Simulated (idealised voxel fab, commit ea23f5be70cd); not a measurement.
The process module presented herein is designated voxel capacitor over wiring.
For reference, the cross-section in this document is cut, with width 210 nm and square cells of 5 nm.
Reading order for cross-sections: top band down to bottom band. Underlying form: a grid of square cells. Band size: one or more rows of cells.
In this notation a band is specified by the heights of its top and bottom, in that order and in nm, after which its materials appear from left to right, each paired with its width in nm. The word "everywhere" attached to a single material means that material fills the band from edge to edge; the word "empty" stands for empty space.
All heights in this document are referenced to 0, defined as the level beneath which the wafer, as received, consists entirely of one material. The lowest band is not bounded below; it extends indefinitely downward and is written in the form "top 0, no bottom".
A two-number width, for instance "30->40", indicates that the width is equal to the first number in the top row of the band and to the second number in the bottom row, and that it changes by a constant amount per row of cells.
Step marked "nothing different"? Then no cell in the cross-section changed in it.
"Completely enclosed voids" specifies each empty space that is not open to the top and that occupies no fewer than 8 cells, using the form width x height at distance, the distance measured from the left edge and all three quantities in nm.
Post-settings text on a step line: simulator's own remark regarding the step.
"overlay nm" denotes, for a step that has a mask, the displacement of the mask to the right of its planned place, with negative values corresponding to the left.

-- Steps planned for the process
1) RECEIVE,material Si
2) CONFORMAL_DEP,material SiO2,thk nm 15
3) DIRECTIONAL_DEP,material TiN,thk nm 5
4) DIRECTIONAL_DEP,material W,thk nm 25
5) MASKED_ETCH,tone cover,mask id METAL_1,width nm 20,pitch nm 80,etch materials W,depth nm 25,overlay nm 0
6) MASKED_ETCH,tone cover,mask id METAL_1,width nm 20,pitch nm 80,etch materials TiN,depth nm 5,overlay nm 0
7) CONFORMAL_DEP,material SiN,thk nm 5
8) FILL_DEP,material lowk,thk nm 5
9) CMP,height nm 45
10) CONFORMAL_DEP,material SiCN,thk nm 5
11) DIRECTIONAL_DEP,material SiO2,thk nm 10
12) MASKED_ETCH,tone open,mask id PLUG_1,width nm 15,etch materials SiO2,depth nm 10,overlay nm 0
13) MASKED_ETCH,tone open,mask id PLUG_1,width nm 15,etch materials SiCN,depth nm 5,overlay nm 0
14) CONFORMAL_DEP,material TiN,thk nm 5
15) FILL_DEP,material Cu,thk nm 5
16) CMP,height nm 60
17) DIRECTIONAL_DEP,material TiN,thk nm 5
18) DIRECTIONAL_DEP,material Al2O3,thk nm 5
19) DIRECTIONAL_DEP,material TiN,thk nm 10
20) DIRECTIONAL_DEP,material aC,thk nm 10
21) PATTERN,tone cover,mask id UPPER_PLATE,material resist,width nm 65,thk nm 25,overlay nm 0
22) DIRECTIONAL_ETCH,etch materials aC,depth nm 10
23) STRIP,etch materials resist
24) DIRECTIONAL_ETCH,etch materials TiN,depth nm 10
25) DIRECTIONAL_ETCH,etch materials Al2O3,depth nm 5
26) STRIP,etch materials aC
27) DIRECTIONAL_DEP,material aC,thk nm 10
28) PATTERN,tone cover,mask id LOWER_PLATE,material resist,width nm 65,thk nm 30,overlay nm 0
29) DIRECTIONAL_ETCH,etch materials aC,depth nm 10
30) STRIP,etch materials resist
31) DIRECTIONAL_ETCH,etch materials TiN,depth nm 5
32) STRIP,etch materials aC
33) FILL_DEP,material SiO2,thk nm 20
34) CMP,height nm 95
35) MASKED_ETCH,tone open,mask id PLUG_2,width nm 15,etch materials SiO2,depth nm 15,overlay nm 0
36) CONFORMAL_DEP,material TiN,thk nm 5
37) FILL_DEP,material Ru,thk nm 5
38) CMP,height nm 95
39) CONFORMAL_DEP,material SiCN,thk nm 5
All wafers enter the flow in the same state. The width nm at step 28 differs from wafer to wafer, and the plan gives the value for the first wafer.

-- Cross-section of the first of several wafers on receipt, reflecting completion of step 1
    top 0, no bottom = Si everywhere
    Completely enclosed voids: none

-- Every row in this table is a wafer at the end of the module, and it gives, for each of the materials, the cells that wafer has gained (+) or lost (-) since it was received, then its closed voids
width nm 65, +13 Al2O3, +2 Cu, +2 Ru, +81 SiCN, +54 SiN, +437 SiO2, +61 TiN, +40 W, +150 lowk, Completely enclosed voids: none
width nm 70, +13 Al2O3, +2 Cu, +2 Ru, +81 SiCN, +54 SiN, +436 SiO2, +62 TiN, +40 W, +150 lowk, Completely enclosed voids: none
width nm 75, +13 Al2O3, +2 Cu, +2 Ru, +81 SiCN, +54 SiN, +435 SiO2, +63 TiN, +40 W, +150 lowk, Completely enclosed voids: none
width nm 80, +13 Al2O3, +2 Cu, +2 Ru, +81 SiCN, +54 SiN, +434 SiO2, +64 TiN, +40 W, +150 lowk, Completely enclosed voids: none
width nm 85, +13 Al2O3, +2 Cu, +2 Ru, +81 SiCN, +54 SiN, +433 SiO2, +65 TiN, +40 W, +150 lowk, Completely enclosed voids: none
width nm 90, +13 Al2O3, +2 Cu, +2 Ru, +81 SiCN, +54 SiN, +432 SiO2, +66 TiN, +40 W, +150 lowk, Completely enclosed voids: none
